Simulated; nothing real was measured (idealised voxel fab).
voxel lift off: a process module
We display cut, a cross-section 145 nm in width whose square cells are each 5 nm.
Each cross-section below is a grid of square cells, stated as bands in top-down order, with one or more rows of cells making up each band. The band entry comprises the height of the band's top followed by the height of its bottom, expressed in nm, and subsequently the band's materials from left to right, each stated together with its width in nm. Where a single material is marked with the word "full width", that material fills the band from edge to edge. The word "empty" represents empty space. Heights are expressed relative to 0, this being the level below which the as-received wafer comprises one material exclusively. The lowest band is unbounded in the downward direction and is denoted as in "0 down". With a width like "30..40", each row of cells in the band differs from the next by the same amount, the top row carrying the first number and the bottom row the second. Given "left unchanged" for a step, no cell of the cross-section differs between before and after that step. Under "Sealed internal voids" you'll find the enclosed gaps, the ones with no way out to the top, that are 8 cells or bigger; each reads width x height at distance, with distance counted from the left edge, everything in nm. after a step's settings: what the simulator itself notes on the step. overlay nm: for a step with a mask, the amount by which the mask lay right of where it was planned; a negative amount means left of it.
### Process steps - plan
1. RECEIVE,material Si
2. CONFORMAL_DEP,material SiN,thk nm 15
3. PATTERN,tone open,mask id LINES,material resist,width nm 15,pitch nm 30,thk nm 25,overlay nm 0
4. DIRECTIONAL_DEP,material Ru,thk nm 10
5. STRIP,etch materials resist
6. CONFORMAL_DEP,material SiO2,thk nm 10
### Cross-sectional view of the wafer in its as-received condition, corresponding to the state after step 1
  0 down  Si full width
  Sealed internal voids: none
### End-of-module cross-section. Starting structure and process plan as above; one mistake made in running it
  25 to 15  empty (20), then Ru (15), then empty (15), then Ru (15), then empty (15), then Ru (15), then empty (15), then Ru (15), then empty (20)
  15 to 0  SiN full width
  0 down  Si full width
  Sealed internal voids: none
What was done differently from what was planned? step 6 of the plan got skipped, so it never ran
